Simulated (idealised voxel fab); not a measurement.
process module | voxel released beams
cross-section cut | 195 nm wide | cells 5 nm
A cross-section is a grid of square cells, given in bands from the top down. A band is one or more rows of cells.
Each band's line starts with the height of the band's top and of its bottom, in nm. Then come its materials from left to right, each with its width in nm. One material with "throughout" fills the band from edge to edge. "air" is empty space.
Height 0 is the level under which the wafer as received is all one material. The lowest band goes on downwards, as in "0 down".
A width such as "30 to 40" changes by the same amount from each row of cells to the next, from the band's top row to its bottom row.
"no change" after a step means that no cell of the cross-section changed.
closed voids: empty space of 8 cells or more with no open way to the top, each as width x height at its distance from the left edge, in nm
after a step's settings: what the simulator itself notes on the step
overlay nm, on a step with a mask: how far to the right of its planned place the mask lay; to the left if negative
plan
1 op RECEIVE | material Si
2 op CONFORMAL_DEP | material SiN | thk nm 5
3 op DIRECTIONAL_DEP | material SiO2 | thk nm 15
4 op DIRECTIONAL_DEP | material aC | thk nm 10
5 op PATTERN | tone open | mask id ANCHOR | material resist | width nm 35 | thk nm 30 | overlay nm 0
6 op DIRECTIONAL_ETCH | etch materials aC | depth nm 10
7 op STRIP | etch materials resist
8 op DIRECTIONAL_ETCH | etch materials SiO2 | depth nm 15
9 op STRIP | etch materials aC
10 op CONFORMAL_DEP | material polySi | thk nm 15
11 op MASKED_ETCH | tone cover | mask id BEAM | width nm 120 | etch materials polySi | depth nm 15 | overlay nm 0
12 op STRIP | etch materials SiO2
as received, after step 1
  0 down: Si throughout
  closed voids: none
first wafer at the end, as planned
  35 to 20: air 35 | polySi 20 | air 5 | polySi 95 | air 40
  20 to 5: air 40 | polySi 35 | air 120
  5 to 0: SiN throughout
  0 down: Si throughout
  closed voids: none
second wafer at the end: like start, like plan, one mistake
  35 to 20: air 35 | polySi 15 | air 5 | polySi 100 | air 40
  20 to 5: air 35 | polySi 35 | air 125
  5 to 0: SiN throughout
  0 down: Si throughout
  closed voids: none
what went wrong: step 5 ran as: op PATTERN | tone open | mask id ANCHOR | material resist | width nm 35 | thk nm 30 | overlay nm -5
at the end the second wafer has, in cells: as many of each material as the first, in other places
